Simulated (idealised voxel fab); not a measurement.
process module | voxel self aligned vias
cross-section cut | 210 nm wide | cells 5 nm
A cross-section is a grid of square cells, given in bands from the top down. A band is one or more rows of cells.
Each band's line starts with the height of the band's top and of its bottom, in nm. Then come its materials from left to right, each with its width in nm. One material with "throughout" fills the band from edge to edge. "air" is empty space.
Height 0 is the level under which the wafer as received is all one material. The lowest band goes on downwards, as in "0 down".
A width such as "30 to 40" changes by the same amount from each row of cells to the next, from the band's top row to its bottom row.
"no change" after a step means that no cell of the cross-section changed.
closed voids: empty space of 8 cells or more with no open way to the top, each as width x height at its distance from the left edge, in nm
after a step's settings: what the simulator itself notes on the step
overlay nm, on a step with a mask: how far to the right of its planned place the mask lay; to the left if negative
plan
1 op RECEIVE | material Si
2 op CONFORMAL_DEP | material SiO2 | thk nm 15
3 op CONFORMAL_DEP | material SiCN | thk nm 5
4 op DIRECTIONAL_DEP | material lowk | thk nm 20
5 op DIRECTIONAL_DEP | material aC | thk nm 10
6 op PATTERN | tone open | mask id LINES | material resist | width nm 25 | pitch nm 65 | thk nm 25 | overlay nm 0
7 op DIRECTIONAL_ETCH | etch materials aC | depth nm 10
8 op STRIP | etch materials resist
9 op DIRECTIONAL_ETCH | etch materials lowk | depth nm 20
10 op STRIP | etch materials aC
11 op CONFORMAL_DEP | material TiN | thk nm 5
12 op FILL_DEP | material Ru | thk nm 10
13 op CMP | height nm 40
14 op SELECTIVE_ETCH | etch materials W Ru TiN | depth nm 10
15 op FILL_DEP | material SiN | thk nm 10
16 op CMP | height nm 40
17 op DIRECTIONAL_DEP | material lowk | thk nm 15
18 op PATTERN | tone open | mask id VIAS | material resist | width nm 45 | pitch nm 65 | thk nm 15 | overlay nm 0
19 op DIRECTIONAL_ETCH | etch materials lowk | depth nm 15
20 op DIRECTIONAL_ETCH | etch materials SiN | depth nm 10
21 op STRIP | etch materials resist
22 op CONFORMAL_DEP | material TiN | thk nm 5
23 op FILL_DEP | material W | thk nm 5
24 op CMP | height nm 55
25 op CONFORMAL_DEP | material SiN | thk nm 5
first wafer, as planned
as received, after step 1
  0 down: Si throughout
  closed voids: none
after step 2
  15 to 0: SiO2 throughout
  below 0: unchanged
after step 3
  20 to 15: SiCN throughout
  below 15: unchanged
after step 4
  40 to 20: lowk throughout
  below 20: unchanged
after step 5
  50 to 40: aC throughout
  below 40: unchanged
after step 6
  75 to 50: resist 25 | air 25 | resist 40 | air 25 | resist 40 | air 25 | resist 30
  below 50: unchanged
after step 7
  65 to 50: resist 25 | air 25 | resist 40 | air 25 | resist 40 | air 25 | resist 30
  50 to 40: aC 25 | air 25 | aC 40 | air 25 | aC 40 | air 25 | aC 30
  below 40: unchanged
after step 8
  50 to 40: aC 25 | air 25 | aC 40 | air 25 | aC 40 | air 25 | aC 30
  below 40: unchanged
after step 9
  50 to 40: aC 25 | air 25 | aC 40 | air 25 | aC 40 | air 25 | aC 30
  40 to 20: lowk 25 | air 25 | lowk 40 | air 25 | lowk 40 | air 25 | lowk 30
  below 20: unchanged
after step 10
  40 to 20: lowk 25 | air 25 | lowk 40 | air 25 | lowk 40 | air 25 | lowk 30
  below 20: unchanged
after step 11
  45 to 40: TiN 30 | air 15 | TiN 50 | air 15 | TiN 50 | air 15 | TiN 35
  40 to 25: lowk 25 | TiN 5 | air 15 | TiN 5 | lowk 40 | TiN 5 | air 15 | TiN 5 | lowk 40 | TiN 5 | air 15 | TiN 5 | lowk 30
  25 to 20: lowk 25 | TiN 25 | lowk 40 | TiN 25 | lowk 40 | TiN 25 | lowk 30
  below 20: unchanged
after step 12
  55 to 45: Ru throughout
  45 to 40: TiN 30 | Ru 15 | TiN 50 | Ru 15 | TiN 50 | Ru 15 | TiN 35
  40 to 25: lowk 25 | TiN 5 | Ru 15 | TiN 5 | lowk 40 | TiN 5 | Ru 15 | TiN 5 | lowk 40 | TiN 5 | Ru 15 | TiN 5 | lowk 30
  below 25: unchanged
after step 13
  40 to 25: lowk 25 | TiN 5 | Ru 15 | TiN 5 | lowk 40 | TiN 5 | Ru 15 | TiN 5 | lowk 40 | TiN 5 | Ru 15 | TiN 5 | lowk 30
  below 25: unchanged
after step 14
  40 to 30: lowk 25 | air 25 | lowk 40 | air 25 | lowk 40 | air 25 | lowk 30
  below 30: unchanged
after step 15
  50 to 40: SiN throughout
  40 to 30: lowk 25 | SiN 25 | lowk 40 | SiN 25 | lowk 40 | SiN 25 | lowk 30
  below 30: unchanged
after step 16
  40 to 30: lowk 25 | SiN 25 | lowk 40 | SiN 25 | lowk 40 | SiN 25 | lowk 30
  below 30: unchanged
after step 17
  55 to 40: lowk throughout
  below 40: unchanged
after step 18
  70 to 55: resist 15 | air 45 | resist 20 | air 45 | resist 20 | air 45 | resist 20
  below 55: unchanged
after step 19
  70 to 55: resist 15 | air 45 | resist 20 | air 45 | resist 20 | air 45 | resist 20
  55 to 40: lowk 15 | air 45 | lowk 20 | air 45 | lowk 20 | air 45 | lowk 20
  below 40: unchanged
after step 20
  70 to 55: resist 15 | air 45 | resist 20 | air 45 | resist 20 | air 45 | resist 20
  55 to 40: lowk 15 | air 45 | lowk 20 | air 45 | lowk 20 | air 45 | lowk 20
  40 to 30: lowk 25 | air 25 | lowk 40 | air 25 | lowk 40 | air 25 | lowk 30
  below 30: unchanged
after step 21
  55 to 40: lowk 15 | air 45 | lowk 20 | air 45 | lowk 20 | air 45 | lowk 20
  below 40: unchanged
after step 22
  60 to 55: TiN 20 | air 35 | TiN 30 | air 35 | TiN 30 | air 35 | TiN 25
  55 to 45: lowk 15 | TiN 5 | air 35 | TiN 5 | lowk 20 | TiN 5 | air 35 | TiN 5 | lowk 20 | TiN 5 | air 35 | TiN 5 | lowk 20
  45 to 35: lowk 15 to 25 | TiN 15 to 5 | air 15 | TiN 15 to 5 | lowk 20 to 40 | TiN 15 to 5 | air 15 | TiN 15 to 5 | lowk 20 to 40 | TiN 15 to 5 | air 15 | TiN 15 to 5 | lowk 20 to 30
  35 to 30: lowk 25 | TiN 25 | lowk 40 | TiN 25 | lowk 40 | TiN 25 | lowk 30
  below 30: unchanged
after step 23
  65 to 60: W throughout
  60 to 55: TiN 20 | W 35 | TiN 30 | W 35 | TiN 30 | W 35 | TiN 25
  55 to 45: lowk 15 | TiN 5 | W 35 | TiN 5 | lowk 20 | TiN 5 | W 35 | TiN 5 | lowk 20 | TiN 5 | W 35 | TiN 5 | lowk 20
  45 to 35: lowk 15 to 25 | TiN 15 to 5 | W 15 | TiN 15 to 5 | lowk 20 to 40 | TiN 15 to 5 | W 15 | TiN 15 to 5 | lowk 20 to 40 | TiN 15 to 5 | W 15 | TiN 15 to 5 | lowk 20 to 30
  below 35: unchanged
after step 24
  55 to 45: lowk 15 | TiN 5 | W 35 | TiN 5 | lowk 20 | TiN 5 | W 35 | TiN 5 | lowk 20 | TiN 5 | W 35 | TiN 5 | lowk 20
  below 45: unchanged
after step 25
  60 to 55: SiN throughout
  below 55: unchanged
second wafer: like start, like plan, one mistake. Through step 5 it matches the first wafer
when step 6 should have ended
  75 to 50: resist 35 | air 25 | resist 40 | air 25 | resist 40 | air 25 | resist 20
  below 50: unchanged
when step 7 should have ended
  65 to 50: resist 35 | air 25 | resist 40 | air 25 | resist 40 | air 25 | resist 20
  50 to 40: aC 35 | air 25 | aC 40 | air 25 | aC 40 | air 25 | aC 20
  below 40: unchanged
when step 8 should have ended
  50 to 40: aC 35 | air 25 | aC 40 | air 25 | aC 40 | air 25 | aC 20
  below 40: unchanged
when step 9 should have ended
  50 to 40: aC 35 | air 25 | aC 40 | air 25 | aC 40 | air 25 | aC 20
  40 to 20: lowk 35 | air 25 | lowk 40 | air 25 | lowk 40 | air 25 | lowk 20
  below 20: unchanged
when step 10 should have ended
  40 to 20: lowk 35 | air 25 | lowk 40 | air 25 | lowk 40 | air 25 | lowk 20
  below 20: unchanged
when step 11 should have ended
  45 to 40: TiN 40 | air 15 | TiN 50 | air 15 | TiN 50 | air 15 | TiN 25
  40 to 25: lowk 35 | TiN 5 | air 15 | TiN 5 | lowk 40 | TiN 5 | air 15 | TiN 5 | lowk 40 | TiN 5 | air 15 | TiN 5 | lowk 20
  25 to 20: lowk 35 | TiN 25 | lowk 40 | TiN 25 | lowk 40 | TiN 25 | lowk 20
  below 20: unchanged
when step 12 should have ended
  55 to 45: Ru throughout
  45 to 40: TiN 40 | Ru 15 | TiN 50 | Ru 15 | TiN 50 | Ru 15 | TiN 25
  40 to 25: lowk 35 | TiN 5 | Ru 15 | TiN 5 | lowk 40 | TiN 5 | Ru 15 | TiN 5 | lowk 40 | TiN 5 | Ru 15 | TiN 5 | lowk 20
  below 25: unchanged
when step 13 should have ended
  40 to 25: lowk 35 | TiN 5 | Ru 15 | TiN 5 | lowk 40 | TiN 5 | Ru 15 | TiN 5 | lowk 40 | TiN 5 | Ru 15 | TiN 5 | lowk 20
  below 25: unchanged
when step 14 should have ended
  40 to 30: lowk 35 | air 25 | lowk 40 | air 25 | lowk 40 | air 25 | lowk 20
  below 30: unchanged
when step 15 should have ended
  50 to 40: SiN throughout
  40 to 30: lowk 35 | SiN 25 | lowk 40 | SiN 25 | lowk 40 | SiN 25 | lowk 20
  below 30: unchanged
when step 16 should have ended
  40 to 30: lowk 35 | SiN 25 | lowk 40 | SiN 25 | lowk 40 | SiN 25 | lowk 20
  below 30: unchanged
when step 17 should have ended
  55 to 40: lowk throughout
  below 40: unchanged
when step 18 should have ended
  70 to 55: resist 15 | air 45 | resist 20 | air 45 | resist 20 | air 45 | resist 20
  below 55: unchanged
when step 19 should have ended
  70 to 55: resist 15 | air 45 | resist 20 | air 45 | resist 20 | air 45 | resist 20
  55 to 40: lowk 15 | air 45 | lowk 20 | air 45 | lowk 20 | air 45 | lowk 20
  below 40: unchanged
when step 20 should have ended
  70 to 55: resist 15 | air 45 | resist 20 | air 45 | resist 20 | air 45 | resist 20
  55 to 40: lowk 15 | air 45 | lowk 20 | air 45 | lowk 20 | air 45 | lowk 20
  40 to 30: lowk 35 | air 25 | lowk 40 | air 25 | lowk 40 | air 25 | lowk 20
  below 30: unchanged
when step 21 should have ended
  55 to 40: lowk 15 | air 45 | lowk 20 | air 45 | lowk 20 | air 45 | lowk 20
  below 40: unchanged
when step 22 should have ended
  60 to 55: TiN 20 | air 35 | TiN 30 | air 35 | TiN 30 | air 35 | TiN 25
  55 to 45: lowk 15 | TiN 5 | air 35 | TiN 5 | lowk 20 | TiN 5 | air 35 | TiN 5 | lowk 20 | TiN 5 | air 35 | TiN 5 | lowk 20
  45 to 35: lowk 15 to 35 | TiN 25 to 5 | air 15 | TiN 5 | lowk 20 to 40 | TiN 25 to 5 | air 15 | TiN 5 | lowk 20 to 40 | TiN 25 to 5 | air 15 | TiN 5 | lowk 20
  35 to 30: lowk 35 | TiN 25 | lowk 40 | TiN 25 | lowk 40 | TiN 25 | lowk 20
  below 30: unchanged
when step 23 should have ended
  65 to 60: W throughout
  60 to 55: TiN 20 | W 35 | TiN 30 | W 35 | TiN 30 | W 35 | TiN 25
  55 to 45: lowk 15 | TiN 5 | W 35 | TiN 5 | lowk 20 | TiN 5 | W 35 | TiN 5 | lowk 20 | TiN 5 | W 35 | TiN 5 | lowk 20
  45 to 35: lowk 15 to 35 | TiN 25 to 5 | W 15 | TiN 5 | lowk 20 to 40 | TiN 25 to 5 | W 15 | TiN 5 | lowk 20 to 40 | TiN 25 to 5 | W 15 | TiN 5 | lowk 20
  below 35: unchanged
when step 24 should have ended
  55 to 45: lowk 15 | TiN 5 | W 35 | TiN 5 | lowk 20 | TiN 5 | W 35 | TiN 5 | lowk 20 | TiN 5 | W 35 | TiN 5 | lowk 20
  below 45: unchanged
when step 25 should have ended
  60 to 55: SiN throughout
  below 55: unchanged
what went wrong: step 6 ran as: op PATTERN | tone open | mask id LINES | material resist | width nm 25 | pitch nm 65 | thk nm 25 | overlay nm 10
at the end the second wafer has, in cells: as many of each material as the first, in other places
